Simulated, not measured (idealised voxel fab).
Documented hereafter: the process module known as voxel local oxidation.
FYI the section here is cut, 175 nm wide, cells are 5 nm squares.
Think of the cross-section as a grid of square cells. We describe it in bands, top to bottom, and each band covers one or more rows of those cells.
Band entry format. Leading values: height of top, height of bottom, nm. Remainder: materials in left-to-right order, each with its width in nm. Special words: "edge to edge" on a single material, which then fills the band edge to edge; "empty", empty space.
The level at which height equals 0 is the one under which the wafer, as it arrives, is entirely one material. No lower edge exists for the bottom band, which continues downward and is notated as in "from 0 down".
A two-number width, for instance "30 to 40", indicates that the width is equal to the first number in the top row of the band and to the second number in the bottom row, and that it changes by a constant amount per row of cells.
You'll sometimes find "same as before" written for a step, and that's the way of saying that nowhere in the cross-section did a cell change during that step.
"Voids, fully enclosed" enumerates empty spaces isolated from the top, with no open way to it, that contain at least 8 cells, giving each as width x height at distance from the left edge, all three in nm.
Where a step's line continues beyond its settings, the continuation is a remark by the simulator itself on that step.
overlay nm, on a step with a mask: how far to the right of its planned place the mask lay; to the left if negative
# Listed below are the process steps as planned
1: RECEIVE | material Si
2: OXIDIZE | depth nm 5
3: CONFORMAL_DEP | material SiN | thk nm 15
4: PATTERN | tone cover | mask id ACTIVE | material resist | width nm 100 | thk nm 15 | overlay nm -15
5: DIRECTIONAL_ETCH | etch materials SiN | depth nm 15
6: STRIP | etch materials resist
7: SELECTIVE_ETCH | etch materials SiO2 | depth nm 5
8: OXIDIZE | depth nm 10
9: STRIP | etch materials SiN
Same starting wafers, different overlay nm at step 4. Plan value belongs to the first wafer.
# The as-received cross-section of the first of several wafers corresponds to the state after step 1
  from 0 down = Si edge to edge
  Voids, fully enclosed: none
# Quick key for the table: a row per wafer, taken at the end of the module. For each material it tells you how many cells the wafer gained (+) or lost (-) since it came in, and the closed voids come after
overlay nm -15 | -77 Si | +60 SiO2 | Voids, fully enclosed: none
overlay nm -10 | -77 Si | +60 SiO2 | Voids, fully enclosed: none
overlay nm -5 | -77 Si | +60 SiO2 | Voids, fully enclosed: none
overlay nm 0 | -77 Si | +60 SiO2 | Voids, fully enclosed: none
overlay nm 5 | -77 Si | +60 SiO2 | Voids, fully enclosed: none
overlay nm 10 | -77 Si | +60 SiO2 | Voids, fully enclosed: none
overlay nm 15 | -77 Si | +60 SiO2 | Voids, fully enclosed: none
